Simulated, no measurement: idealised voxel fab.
Process module, titled voxel ribs on slabs
Displayed cross-section: cut, width of 295 nm, square cells sized 5 nm.
Square cells in a grid make up a cross-section in this document, and the grid is given as bands, listed from the top down, each one or more rows of cells.
Per band: top height and bottom height in nm, followed by the left-to-right materials and their widths in nm; "edge to edge" marks a single material spanning edge to edge, "blank" marks empty space.
Heads up on the height convention: 0 is the point under which the incoming wafer is all one material, and the lowest band has no bottom, it just keeps going down, like "from 0 down".
Width "30 to 40": first value at the band's top row of cells, second value at its bottom row, equal change from row to row.
No cell of the cross-section changed in a step that is given as "no modifications".
Reported under the label "Voids, sealed" are the empty spaces having no open way to the top and comprising 8 cells or more; the notation for each is width x height at distance, in which the distance is measured from the left edge and all three values are in nm.
Text after the settings on a step's line: the simulator's own remark on that step.
Each step line may optionally specify "overlay nm", which for a step with a mask gives the rightward distance between the mask's planned place and where it lay, a negative value indicating the leftward direction.
# Intended process steps
1 RECEIVE,material Si
2 DIRECTIONAL_DEP,material SiO2,thk nm 25
3 DIRECTIONAL_DEP,material SiN,thk nm 25
4 PATTERN,tone cover,mask id RIB,material resist,width nm 25,thk nm 20,overlay nm -15
5 DIRECTIONAL_ETCH,etch materials SiN,depth nm 15
6 STRIP,etch materials resist
7 MASKED_ETCH,tone cover,mask id SLAB,width nm 85,etch materials SiN,depth nm 10,overlay nm 0
8 FILL_DEP,material SiO2,thk nm 25
9 CMP,height nm 65
10 DIRECTIONAL_DEP,material TiN,thk nm 5
11 PATTERN,tone cover,mask id HEATER,material resist,width nm 35,thk nm 15,overlay nm 0
12 DIRECTIONAL_ETCH,etch materials TiN,depth nm 5
13 STRIP,etch materials resist
14 CONFORMAL_DEP,material SiN,thk nm 5
The wafers are alike at the start. At step 4, their overlay nm differs. The plan lists the first wafer's value.
# Here's the first of the wafers in cross-section, just as we got it, i.e. after step 1
from 0 down = Si edge to edge
Voids, sealed: none
# Every row in this table is a wafer at the end of the module, and it gives, for each of the materials, the cells that wafer has gained (+) or lost (-) since it was received, then its closed voids
overlay nm -15; +110 SiN; +718 SiO2; +7 TiN; Voids, sealed: none
overlay nm -10; +110 SiN; +718 SiO2; +7 TiN; Voids, sealed: none
overlay nm -5; +110 SiN; +718 SiO2; +7 TiN; Voids, sealed: none
overlay nm 0; +110 SiN; +718 SiO2; +7 TiN; Voids, sealed: none
overlay nm 5; +110 SiN; +718 SiO2; +7 TiN; Voids, sealed: none
overlay nm 10; +110 SiN; +718 SiO2; +7 TiN; Voids, sealed: none
overlay nm 15; +110 SiN; +718 SiO2; +7 TiN; Voids, sealed: none
